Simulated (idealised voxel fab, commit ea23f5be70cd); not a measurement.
The document below concerns the process module designated voxel air gaps.
It is cross-section cut that appears here, measuring 235 nm in width, its square cells being 5 nm in size.
Cross-section = grid of square cells, listed top down in bands; band = one or more rows.
Each band's line starts with the height of the band's top and of its bottom, in nm. Then come its materials from left to right, each with its width in nm. One material with "all across" fills the band from edge to edge. "air" is empty space.
Where do heights start? At 0: under that level the wafer as delivered is made of one material only. And the lowest band has no floor; it just carries on downward, as in "top 0, no bottom".
Top row gets the first number, bottom row gets the second, and each row in between changes by the same step: that is how a band width like "30 to 40" works.
Any step labelled "remains unaltered" changed none of the cells in the cross-section.
"Fully sealed cavities" enumerates empty spaces isolated from the top, with no open way to it, that contain at least 8 cells, giving each as width x height at distance from the left edge, all three in nm.
Note: text after step settings on the step line = simulator remark on that step.
Steps that use a mask can have "overlay nm" on their line. It says how far the mask sat to the right of where it was meant to be. Negative means to the left.
## Below is the list of planned process steps
| 1 | RECEIVE,material Si |
| 2 | CONFORMAL_DEP,material SiO2,thk nm 10 |
| 3 | CONFORMAL_DEP,material SiN,thk nm 5 |
| 4 | DIRECTIONAL_DEP,material SiO2,thk nm 35 |
| 5 | MASKED_ETCH,tone open,mask id LINES,width nm 15,pitch nm 40,etch materials SiO2,depth nm 35,overlay nm 0 |
| 6 | CONFORMAL_DEP,material TiN,thk nm 5 |
| 7 | FILL_DEP,material Ru,thk nm 5 |
| 8 | CMP,height nm 50 |
| 9 | EPI,material Ru,thk nm 10 |
| 10 | SELECTIVE_ETCH,etch materials SiO2,depth nm 45 |
| 11 | CONFORMAL_DEP,material SiCN,thk nm 5 |
## Cross-section: wafer on arrival = after step 1
top 0, no bottom = Si all across
Fully sealed cavities: none
## Wafer cross-section at module end: first of two, run to plan
top 65, bottom 60 = air=35; SiCN=165; air=35
top 60, bottom 50 = air=35; SiCN=5; Ru=35; SiCN=5; Ru=35; SiCN=5; Ru=35; SiCN=5; Ru=35; SiCN=5; air=35
top 50, bottom 45 = air=35; SiCN=15; TiN=5; Ru=5; TiN=5; SiCN=25; TiN=5; Ru=5; TiN=5; SiCN=25; TiN=5; Ru=5; TiN=5; SiCN=25; TiN=5; Ru=5; TiN=5; SiCN=15; air=35
top 45, bottom 20 = air=45; SiCN=5; TiN=5; Ru=5; TiN=5; SiCN=5; air=15; SiCN=5; TiN=5; Ru=5; TiN=5; SiCN=5; air=15; SiCN=5; TiN=5; Ru=5; TiN=5; SiCN=5; air=15; SiCN=5; TiN=5; Ru=5; TiN=5; SiCN=5; air=45
top 20, bottom 15 = SiCN=50; TiN=15; SiCN=25; TiN=15; SiCN=25; TiN=15; SiCN=25; TiN=15; SiCN=50
top 15, bottom 10 = SiN all across
top 10, bottom 0 = SiO2 all across
top 0, no bottom = Si all across
Fully sealed cavities: 15 x 25 at 70; 15 x 25 at 110; 15 x 25 at 150
## Wafer two (of two), end-of-module cross-section: start = wafer one, plan = wafer one, one run mistake
top 75, bottom 70 = air=25; SiCN=185; air=25
top 70, bottom 50 = air=25; SiCN=5; Ru=175; SiCN=5; air=25
top 50, bottom 45 = air=25; SiCN=25; TiN=5; Ru=5; TiN=5; SiO2=25; TiN=5; Ru=5; TiN=5; SiO2=25; TiN=5; Ru=5; TiN=5; SiO2=25; TiN=5; Ru=5; TiN=5; SiCN=25; air=25
top 45, bottom 20 = air=45; SiCN=5; TiN=5; Ru=5; TiN=5; SiO2=25; TiN=5; Ru=5; TiN=5; SiO2=25; TiN=5; Ru=5; TiN=5; SiO2=25; TiN=5; Ru=5; TiN=5; SiCN=5; air=45
top 20, bottom 15 = SiCN=50; TiN=15; SiO2=25; TiN=15; SiO2=25; TiN=15; SiO2=25; TiN=15; SiCN=50
top 15, bottom 10 = SiN all across
top 10, bottom 0 = SiO2 all across
top 0, no bottom = Si all across
Fully sealed cavities: none
Processing error: step 9 of the plan was carried out twice
at the end the second wafer has, in cells: Ru: 84 more, SiCN: 54 fewer, SiO2: 105 more
At the end, the first wafer has 3 closed voids and the second wafer has 0.
